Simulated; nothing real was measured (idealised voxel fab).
Process module name: voxel capacitor over wiring
240 nm wide, 5 nm square cells: that's cross-section cut.
When this document writes out a cross-section, it uses a grid of square cells and lists it as bands, beginning at the top and moving down, with a band standing for one or more rows of cells. Top, bottom (nm), then materials left to right with widths (nm); lone material tagged "all across" fills the whole band edge to edge; "blank" = empty space. Measure heights from 0. That's the level where, below it, the as-received wafer is all one material. The lowest band is bottomless and extends downward; write it as in "from 0 down". Width spec "30..40" -> top row of cells at first value, bottom row at second value, equal per-row change in between. The cross-section has no changed cell in any step marked "stayed the same". If an empty space has no open way to the top and is at least 8 cells in size, "Closed void catalog" lists it, written width x height at distance, where distance is measured from the left edge and every value is in nm. Heads up: the bit after the settings on a step's line is the simulator's remark on that step. The "overlay nm" setting may appear on a step's line; for a step that uses a mask, it gives how far to the right of its planned position the mask lay, and a negative value indicates the left.

-- So here's the lineup of process steps we planned
| 1 | RECEIVE | material Si |
| 2 | CONFORMAL_DEP | material SiO2 | thk nm 15 |
| 3 | CONFORMAL_DEP | material SiN | thk nm 5 |
| 4 | DIRECTIONAL_DEP | material SiO2 | thk nm 15 |
| 5 | MASKED_ETCH | tone open | mask id METAL_1 | width nm 20 | pitch nm 70 | etch materials SiO2 | depth nm 15 | overlay nm 0 |
| 6 | MASKED_ETCH | tone open | mask id METAL_1 | width nm 20 | pitch nm 70 | etch materials SiN | depth nm 5 | overlay nm 0 |
| 7 | CONFORMAL_DEP | material TiN | thk nm 5 |
| 8 | FILL_DEP | material W | thk nm 5 |
| 9 | CMP | height nm 35 |
| 10 | CONFORMAL_DEP | material SiCN | thk nm 5 |
| 11 | DIRECTIONAL_DEP | material SiO2 | thk nm 10 |
| 12 | PATTERN | tone open | mask id PLUG_1 | material resist | width nm 15 | thk nm 20 | overlay nm 0 |
| 13 | DIRECTIONAL_ETCH | etch materials SiO2 | depth nm 10 |
| 14 | DIRECTIONAL_ETCH | etch materials SiCN | depth nm 5 |
| 15 | STRIP | etch materials resist |
| 16 | CONFORMAL_DEP | material TiN | thk nm 5 |
| 17 | FILL_DEP | material Cu | thk nm 5 |
| 18 | CMP | height nm 50 |
| 19 | DIRECTIONAL_DEP | material TiN | thk nm 5 |
| 20 | DIRECTIONAL_DEP | material Al2O3 | thk nm 5 |
| 21 | DIRECTIONAL_DEP | material TiN | thk nm 5 |
| 22 | MASKED_ETCH | tone cover | mask id UPPER_PLATE | width nm 55 | etch materials TiN | depth nm 5 | overlay nm 0 |
| 23 | MASKED_ETCH | tone cover | mask id UPPER_PLATE | width nm 55 | etch materials Al2O3 | depth nm 5 | overlay nm 0 |
| 24 | DIRECTIONAL_DEP | material aC | thk nm 15 |
| 25 | PATTERN | tone cover | mask id LOWER_PLATE | material resist | width nm 65 | thk nm 35 | overlay nm 0 |
| 26 | DIRECTIONAL_ETCH | etch materials aC | depth nm 15 |
| 27 | STRIP | etch materials resist |
| 28 | DIRECTIONAL_ETCH | etch materials TiN | depth nm 5 |
| 29 | STRIP | etch materials aC |
| 30 | FILL_DEP | material SiO2 | thk nm 20 |
| 31 | CMP | height nm 80 |
| 32 | MASKED_ETCH | tone open | mask id PLUG_2 | width nm 15 | etch materials SiO2 | depth nm 15 | overlay nm 0 |
| 33 | CONFORMAL_DEP | material TiN | thk nm 5 |
| 34 | FILL_DEP | material Cu | thk nm 5 |
| 35 | CMP | height nm 80 |
| 36 | CONFORMAL_DEP | material SiN | thk nm 5 |

-- Cross-section: wafer on arrival = after step 1
- from 0 down | Si all across
- Closed void catalog: none

-- First of two wafers at the end of the module, shown in cross-section; run carried out as planned
- from 85 to 80 | SiN all across
- from 80 to 70 | 90 of SiO2; 5 of TiN; 5 of Cu; 5 of TiN; 135 of SiO2
- from 70 to 60 | 90..80 of SiO2; 15..55 of TiN; 135..105 of SiO2
- from 60 to 55 | 80 of SiO2; 55 of Al2O3; 105 of SiO2
- from 55 to 50 | 75 of SiO2; 65 of TiN; 100 of SiO2
- from 50 to 40 | 80 of SiO2; 5 of TiN; 5 of Cu; 5 of TiN; 145 of SiO2
- from 40 to 35 | 80 of SiCN; 15 of TiN; 145 of SiCN
- from 35 to 20 | 75 of SiO2; 5 of TiN; 10 of W; 5 of TiN; 50 of SiO2; 5 of TiN; 10 of W; 5 of TiN; 75 of SiO2
- from 20 to 15 | 75 of SiN; 20 of TiN; 50 of SiN; 20 of TiN; 75 of SiN
- from 15 to 0 | SiO2 all across
- from 0 down | Si all across
- Closed void catalog: none

-- Wafer two, sectioned after the module: the first wafer's start, the first wafer's plan, and one mistake in how it was run
- from 85 to 80 | SiN all across
- from 80 to 70 | 90 of SiO2; 5 of TiN; 5 of Cu; 5 of TiN; 135 of SiO2
- from 70 to 60 | 90..80 of SiO2; 15..55 of TiN; 135..105 of SiO2
- from 60 to 55 | 80 of SiO2; 55 of Al2O3; 105 of SiO2
- from 55 to 50 | 75 of SiO2; 65 of TiN; 100 of SiO2
- from 50 to 45 | 80 of SiO2; 5 of TiN; 5 of Cu; 5 of TiN; 145 of SiO2
- from 45 to 40 | 80 of SiO2; 15 of TiN; 145 of SiO2
- from 40 to 35 | SiO2 all across
- from 35 to 20 | 75 of SiO2; 5 of TiN; 10 of W; 5 of TiN; 50 of SiO2; 5 of TiN; 10 of W; 5 of TiN; 75 of SiO2
- from 20 to 15 | 75 of SiN; 20 of TiN; 50 of SiN; 20 of TiN; 75 of SiN
- from 15 to 0 | SiO2 all across
- from 0 down | Si all across
- Closed void catalog: none
Against the plan, the run slipped here: step 10 was run on a setting that differed from the plan, and what really ran there is CONFORMAL_DEP | material SiO2 | thk nm 5
Final tally in cells, some materials are higher or lower on the second wafer than on the first: 1 fewer of Cu | 45 fewer of SiCN | 48 more of SiO2 | 2 fewer of TiN
